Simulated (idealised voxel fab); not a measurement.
voxel wiring stack: a process module
Cross-section cut: width 180 nm, square cells of 5 nm.
If you're reading a cross-section in this doc, picture square cells in a grid; it comes to you as bands, top ones listed first down to the bottom, and a band can be one or more rows of cells. What a band's entry tells you: where the top is and where the bottom is, as heights in nm, and after that what lies inside, material by material from left to right, each with its width in nm. Empty space is written as the word "blank", and a single material marked with the word "full width" occupies the band from edge to edge. Ref level 0: as-received wafer is one material below here. Bottom band extends down with no lower bound ("from 0 down"). Per-row width for "30..40": begins at first number (top row of band), ends at second number (bottom row), increment between rows held constant. Any step labelled "no change occurred" changed none of the cells in the cross-section. "Closed void catalog": empty spaces of 8 cells or more with no open way to the top, each given as width x height at distance, distance from the left edge, all in nm. That trailing text on a step's line, after the settings, is the simulator's own remark on the step. Regarding "overlay nm": on a step with a mask, it is the distance the mask lay to the right of its planned place; a negative value places it to the left.
-- The planned process steps are enumerated hereunder
- 1: RECEIVE: material Si
- 2: CONFORMAL_DEP: material SiO2, thk nm 15
- 3: CONFORMAL_DEP: material SiN, thk nm 5
- 4: DIRECTIONAL_DEP: material SiO2, thk nm 15
- 5: DIRECTIONAL_DEP: material aC, thk nm 15
- 6: PATTERN: tone open, mask id METAL_1, material resist, width nm 25, pitch nm 40, thk nm 35, overlay nm 0
- 7: DIRECTIONAL_ETCH: etch materials aC, depth nm 15
- 8: STRIP: etch materials resist
- 9: DIRECTIONAL_ETCH: etch materials SiO2, depth nm 15
- 10: DIRECTIONAL_ETCH: etch materials SiN, depth nm 5
- 11: STRIP: etch materials aC
- 12: CONFORMAL_DEP: material TiN, thk nm 5
- 13: FILL_DEP: material Cu, thk nm 5
- 14: CMP: height nm 35
- 15: EPI: material Ru, thk nm 5
- 16: FILL_DEP: material SiCN, thk nm 5
- 17: DIRECTIONAL_DEP: material SiO2, thk nm 10
- 18: PATTERN: tone open, mask id PLUG_1, material resist, width nm 15, pitch nm 40, thk nm 15, overlay nm 0
- 19: DIRECTIONAL_ETCH: etch materials SiO2, depth nm 10
- 20: DIRECTIONAL_ETCH: etch materials SiCN, depth nm 5
- 21: STRIP: etch materials resist
- 22: CONFORMAL_DEP: material TiN, thk nm 5
- 23: FILL_DEP: material Ru, thk nm 10
- 24: CMP: height nm 55
- 25: DIRECTIONAL_DEP: material TiN, thk nm 5
- 26: DIRECTIONAL_DEP: material W, thk nm 15
- 27: PATTERN: tone cover, mask id METAL_2, material resist, width nm 25, pitch nm 40, thk nm 20, overlay nm 0
- 28: DIRECTIONAL_ETCH: etch materials W, depth nm 15
- 29: DIRECTIONAL_ETCH: etch materials TiN, depth nm 5
- 30: STRIP: etch materials resist
- 31: CONFORMAL_DEP: material SiN, thk nm 5
- 32: FILL_DEP: material lowk, thk nm 10
- 33: CMP: height nm 75
- 34: CONFORMAL_DEP: material SiCN, thk nm 5
- 35: DIRECTIONAL_DEP: material SiO2, thk nm 30
- 36: DIRECTIONAL_DEP: material aC, thk nm 10
- 37: PATTERN: tone open, mask id METAL_3_HOLES, material resist, width nm 15, thk nm 30, overlay nm 0
- 38: DIRECTIONAL_ETCH: etch materials aC, depth nm 10
- 39: STRIP: etch materials resist
- 40: DIRECTIONAL_ETCH: etch materials SiO2, depth nm 30
- 41: STRIP: etch materials aC
- 42: DIRECTIONAL_DEP: material aC, thk nm 15
- 43: PATTERN: tone open, mask id METAL_3, material resist, width nm 25, pitch nm 40, thk nm 30, overlay nm 0
- 44: DIRECTIONAL_ETCH: etch materials aC, depth nm 15
- 45: STRIP: etch materials resist
- 46: DIRECTIONAL_ETCH: etch materials SiO2, depth nm 15
- 47: DIRECTIONAL_ETCH: etch materials SiCN, depth nm 5
- 48: STRIP: etch materials aC
- 49: CONFORMAL_DEP: material TiN, thk nm 5
- 50: FILL_DEP: material Cu, thk nm 5
- 51: CMP: height nm 110
- 52: CONFORMAL_DEP: material SiN, thk nm 5
-- Step 1 complete: cross-section of the wafer as received
> from 0 down  Si full width
> Closed void catalog: none
-- The first of the two wafers as seen in cross-section once the module was finished; processing followed the plan
> from 115 to 110  SiN full width
> from 110 to 100  SiO2=55; TiN=5; Cu=15; TiN=5; SiO2=15; TiN=5; Cu=15; TiN=5; SiO2=60
> from 100 to 95  SiO2=55; TiN=5; Cu=5; TiN=15; SiO2=15; TiN=25; SiO2=60
> from 95 to 80  SiO2=55; TiN=5; Cu=5; TiN=5; SiO2=110
> from 80 to 75  SiCN=55; TiN=15; SiCN=110
> from 75 to 60  lowk=50; SiN=5; W=25; SiN=5; lowk=5; SiN=5; W=25; SiN=5; lowk=55
> from 60 to 55  SiN=55; TiN=25; SiN=15; TiN=25; SiN=60
> from 55 to 45  SiO2=55; TiN=5; Ru=5; TiN=5; SiO2=25; TiN=5; Ru=5; TiN=5; SiO2=70
> from 45 to 40  SiCN=55; TiN=15; SiCN=25; TiN=15; SiCN=70
> from 40 to 35  SiCN=50; Ru=35; SiCN=5; Ru=35; SiCN=55
> from 35 to 20  SiO2=55; TiN=5; Cu=15; TiN=5; SiO2=15; TiN=5; Cu=15; TiN=5; SiO2=60
> from 20 to 15  SiN=55; TiN=25; SiN=15; TiN=25; SiN=60
> from 15 to 0  SiO2 full width
> from 0 down  Si full width
> Closed void catalog: none
-- The second wafer, shown in cross-section after the module: started the same way as the first and given the same plan, yet one mistake crept into how it was run
> from 115 to 110  SiN full width
> from 110 to 100  SiO2=55; TiN=5; Cu=15; TiN=5; SiO2=15; TiN=5; Cu=15; TiN=5; SiO2=60
> from 100 to 95  SiO2=55; TiN=5; Cu=5; TiN=15; SiO2=15; TiN=25; SiO2=60
> from 95 to 85  SiO2=55; TiN=5; Cu=5; TiN=5; SiO2=110
> from 85 to 80  SiO2=55; TiN=15; SiO2=110
> from 80 to 75  Ru full width
> from 75 to 60  lowk=50; SiN=5; W=25; SiN=5; lowk=5; SiN=5; W=25; SiN=5; lowk=55
> from 60 to 55  SiN=55; TiN=25; SiN=15; TiN=25; SiN=60
> from 55 to 45  SiO2=55; TiN=5; Ru=5; TiN=5; SiO2=25; TiN=5; Ru=5; TiN=5; SiO2=70
> from 45 to 40  SiCN=55; TiN=15; SiCN=25; TiN=15; SiCN=70
> from 40 to 35  SiCN=50; Ru=35; SiCN=5; Ru=35; SiCN=55
> from 35 to 20  SiO2=55; TiN=5; Cu=15; TiN=5; SiO2=15; TiN=5; Cu=15; TiN=5; SiO2=60
> from 20 to 15  SiN=55; TiN=25; SiN=15; TiN=25; SiN=60
> from 15 to 0  SiO2 full width
> from 0 down  Si full width
> Closed void catalog: none
What was done differently from what was planned? heads up, step 34 didn't go per plan, it actually ran as CONFORMAL_DEP: material Ru, thk nm 5
Wafer comparison, final, in cells, second relative to first, materials more or fewer: -1 Cu, +36 Ru, -33 SiCN, -2 TiN
